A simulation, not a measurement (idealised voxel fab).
process module | voxel self aligned contacts
cross-section cut | 215 nm wide | cells 5 nm
A cross-section is a grid of square cells, given in bands from the top down. A band is one or more rows of cells.
Each band's line starts with the height of the band's top and of its bottom, in nm. Then come its materials from left to right, each with its width in nm. One material with "throughout" fills the band from edge to edge. "air" is empty space.
Height 0 is the level under which the wafer as received is all one material. The lowest band goes on downwards, as in "0 down".
A width such as "30 to 40" changes by the same amount from each row of cells to the next, from the band's top row to its bottom row.
"no change" after a step means that no cell of the cross-section changed.
closed voids: empty space of 8 cells or more with no open way to the top, each as width x height at its distance from the left edge, in nm
after a step's settings: what the simulator itself notes on the step
overlay nm, on a step with a mask: how far to the right of its planned place the mask lay; to the left if negative
plan
1 op RECEIVE | material Si
2 op CONFORMAL_DEP | material SiO2 | thk nm 5
3 op DIRECTIONAL_DEP | material polySi | thk nm 20
4 op DIRECTIONAL_DEP | material SiN | thk nm 25
5 op PATTERN | tone cover | mask id GATE | material resist | width nm 35 | pitch nm 75 | thk nm 15 | overlay nm 0
6 op DIRECTIONAL_ETCH | etch materials SiN | depth nm 25
7 op DIRECTIONAL_ETCH | etch materials polySi | depth nm 20
8 op STRIP | etch materials resist
9 op CONFORMAL_DEP | material SiN | thk nm 10
10 op DIRECTIONAL_ETCH | etch materials SiN | depth nm 10
11 op FILL_DEP | material SiO2 | thk nm 20
12 op CMP | height nm 60
13 op DIRECTIONAL_DEP | material aC | thk nm 10
14 op PATTERN | tone open | mask id CONTACT | material resist | width nm 50 | pitch nm 75 | thk nm 25 | overlay nm 0
15 op DIRECTIONAL_ETCH | etch materials aC | depth nm 10
16 op STRIP | etch materials resist
17 op DIRECTIONAL_ETCH | etch materials SiO2 | depth nm 60
18 op STRIP | etch materials aC
19 op CONFORMAL_DEP | material TiN | thk nm 5
20 op FILL_DEP | material Ru | thk nm 10
21 op CMP | height nm 60
22 op CONFORMAL_DEP | material SiCN | thk nm 5
varied across the wafers: thk nm of step 22. The plan shows the first wafer's value. All wafers start alike
first wafer as received, after step 1
  0 down: Si throughout
  closed voids: none
each wafer at the end: cells of each material gained (+) or lost (-) since it was received, then its closed voids
thk nm 5 | +56 Ru | +43 SiCN | +213 SiN | +99 SiO2 | +64 TiN | +84 polySi | closed voids: none
thk nm 10 | +56 Ru | +86 SiCN | +213 SiN | +99 SiO2 | +64 TiN | +84 polySi | closed voids: none
thk nm 15 | +56 Ru | +129 SiCN | +213 SiN | +99 SiO2 | +64 TiN | +84 polySi | closed voids: none
thk nm 20 | +56 Ru | +172 SiCN | +213 SiN | +99 SiO2 | +64 TiN | +84 polySi | closed voids: none
